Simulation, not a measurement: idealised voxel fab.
Process module, titled voxel capacitor over wiring
Square cells of 5 nm make up the cross-section cut, whose width is 265 nm.
If you're reading a cross-section in this doc, picture square cells in a grid; it comes to you as bands, top ones listed first down to the bottom, and a band can be one or more rows of cells.
Top, bottom (nm), then materials left to right with widths (nm); lone material tagged "everywhere" fills the whole band edge to edge; "blank" = empty space.
It should be noted that heights are counted from 0, beneath which the wafer as supplied is of one material throughout, and that the lowest band possesses no lower boundary but continues downward, as written in "0 and below".
The width entry "30->40" should be interpreted row by row: the top row of cells in the band takes the first number, the bottom row takes the second number, and the change between adjacent rows is uniform throughout.
Any step labelled "same as before" changed none of the cells in the cross-section.
"Fully enclosed voids": sealed empty spaces, 8 cells or more, no open way to top, listed width x height at distance, with distance from the left edge and width, height and distance in nm.
Whatever follows a step's settings on its line is a remark the simulator itself makes about that step.
overlay nm, on a step with a mask: how far to the right of its planned place the mask lay; to the left if negative

Here's what the planned process steps look like:
1 RECEIVE with material Si
2 CONFORMAL_DEP with material SiO2, thk nm 10
3 CONFORMAL_DEP with material SiN, thk nm 5
4 DIRECTIONAL_DEP with material lowk, thk nm 15
5 DIRECTIONAL_DEP with material aC, thk nm 10
6 PATTERN with tone open, mask id METAL_1, material resist, width nm 30, pitch nm 100, thk nm 25, overlay nm 0
7 DIRECTIONAL_ETCH with etch materials aC, depth nm 10
8 STRIP with etch materials resist
9 DIRECTIONAL_ETCH with etch materials lowk, depth nm 15
10 DIRECTIONAL_ETCH with etch materials SiN, depth nm 5
11 STRIP with etch materials aC
12 CONFORMAL_DEP with material TiN, thk nm 5
13 FILL_DEP with material Cu, thk nm 10
14 CMP with height nm 30
15 EPI with material Ru, thk nm 5
16 FILL_DEP with material SiCN, thk nm 5
17 DIRECTIONAL_DEP with material lowk, thk nm 20
18 MASKED_ETCH with tone open, mask id PLUG_1, width nm 15, etch materials lowk, depth nm 20, overlay nm 0
19 MASKED_ETCH with tone open, mask id PLUG_1, width nm 15, etch materials SiCN, depth nm 5, overlay nm 0
20 EPI with material Ru, thk nm 10
21 EPI with material Ru, thk nm 10
22 EPI with material Ru, thk nm 5
23 DIRECTIONAL_DEP with material TiN, thk nm 10
24 DIRECTIONAL_DEP with material Al2O3, thk nm 5
25 DIRECTIONAL_DEP with material TiN, thk nm 5
26 PATTERN with tone cover, mask id UPPER_PLATE, material resist, width nm 75, thk nm 15, overlay nm 0
27 DIRECTIONAL_ETCH with etch materials TiN, depth nm 5
28 DIRECTIONAL_ETCH with etch materials Al2O3, depth nm 5
29 STRIP with etch materials resist
30 MASKED_ETCH with tone cover, mask id LOWER_PLATE, width nm 85, etch materials TiN, depth nm 10, overlay nm 0
31 FILL_DEP with material SiO2, thk nm 15
32 CMP with height nm 90
33 DIRECTIONAL_DEP with material aC, thk nm 15
34 PATTERN with tone open, mask id PLUG_2, material resist, width nm 15, thk nm 35, overlay nm 0
35 DIRECTIONAL_ETCH with etch materials aC, depth nm 15
36 STRIP with etch materials resist
37 DIRECTIONAL_ETCH with etch materials SiO2, depth nm 10
38 STRIP with etch materials aC
39 CONFORMAL_DEP with material TiN, thk nm 5
40 FILL_DEP with material Ru, thk nm 10
41 CMP with height nm 90
42 CONFORMAL_DEP with material SiCN, thk nm 5

Wafer cross-section on receipt, i.e. after step 1:
    0 and below  Si everywhere
    Fully enclosed voids: none

End state of the module in cross-section, given the above starting point and plan and one mistake in execution:
    95 down to 90  SiCN everywhere
    90 down to 85  SiO2 (90) / TiN (5) / Ru (5) / TiN (5) / SiO2 (160)
    85 down to 75  SiO2 (90->80) / TiN (15->75) / SiO2 (160->110)
    75 down to 70  SiO2 (80) / Al2O3 (75) / SiO2 (110)
    70 down to 60  SiO2 (75) / TiN (85) / SiO2 (105)
    60 down to 40  lowk (80) / Ru (15) / lowk (170)
    40 down to 35  SiCN (80) / Ru (15) / SiCN (170)
    35 down to 30  Ru (70) / SiCN (20) / Ru (80) / SiCN (20) / Ru (75)
    30 down to 15  Cu (60) / TiN (5) / lowk (30) / TiN (5) / Cu (60) / TiN (5) / lowk (30) / TiN (5) / Cu (65)
    15 down to 10  TiN (65) / SiN (30) / TiN (70) / SiN (30) / TiN (70)
    10 down to 0  SiO2 everywhere
    0 and below  Si everywhere
    Fully enclosed voids: none
So what did we get wrong on this run? the process deviated at step 6: the operation and settings actually run there were PATTERN with tone cover, mask id METAL_1, material resist, width nm 30, pitch nm 100, thk nm 25, overlay nm 0
